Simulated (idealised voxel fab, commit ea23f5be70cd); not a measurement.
Module name: voxel lift off (process module)
Square cells of 5 nm make up the cross-section cut, whose width is 190 nm.
Cross-sections here: square-cell grids, written as top-down lists of bands, a band being one or more rows of cells.
The entry gives the band's vertical extent as a top height and a bottom height in nm, then its horizontal make-up as materials from left to right, each with a width in nm. "empty" stands for empty space; a single material marked "everywhere" fills the band edge to edge.
The reference from which all heights are counted is 0, the level beneath which the as-received wafer is entirely one material; the lowest band, having no lower bound, proceeds downward and is written after the example "top 0, no bottom".
Width: "30..40" (first number = top row, second number = bottom row, same change from row to row of cells).
Where a step carries "nothing altered", the cross-section came out of it unchanged, cell for cell.
Voids not open to the top, 8 cells minimum: see "Cavities, sealed". Written width x height at distance; distance is from the left edge; nm.
Past the settings on a step's line: simulator remark, on that step.
The line of a step may include "overlay nm". On a step with a mask, this value is how far to the right of its planned place the mask lay. A negative value means the mask lay to the left.

### Process steps - plan
- 1: RECEIVE (material Si)
- 2: CONFORMAL_DEP (material Al2O3; thk nm 5)
- 3: PATTERN (tone open; mask id LINES; material resist; width nm 20; pitch nm 45; thk nm 30; overlay nm 0)
- 4: DIRECTIONAL_DEP (material Ru; thk nm 15)
- 5: STRIP (etch materials resist)
- 6: CONFORMAL_DEP (material SiCN; thk nm 10)
All wafers enter the flow in the same state. The thk nm at step 2 differs from wafer to wafer, and the plan gives the value for the first wafer.

### The as-received cross-section of the first of several wafers corresponds to the state after step 1
> top 0, no bottom | Si everywhere
> Cavities, sealed: none

### Per-wafer rows below. For each material: cells gained (+) or lost (-) since the wafer was received, as of end of module. Then: closed voids
thk nm 5; +38 Al2O3; +48 Ru; +124 SiCN; Cavities, sealed: none
thk nm 10; +76 Al2O3; +48 Ru; +124 SiCN; Cavities, sealed: none
thk nm 15; +114 Al2O3; +48 Ru; +124 SiCN; Cavities, sealed: none
thk nm 20; +152 Al2O3; +48 Ru; +124 SiCN; Cavities, sealed: none
thk nm 25; +190 Al2O3; +48 Ru; +124 SiCN; Cavities, sealed: none
thk nm 30; +228 Al2O3; +48 Ru; +124 SiCN; Cavities, sealed: none
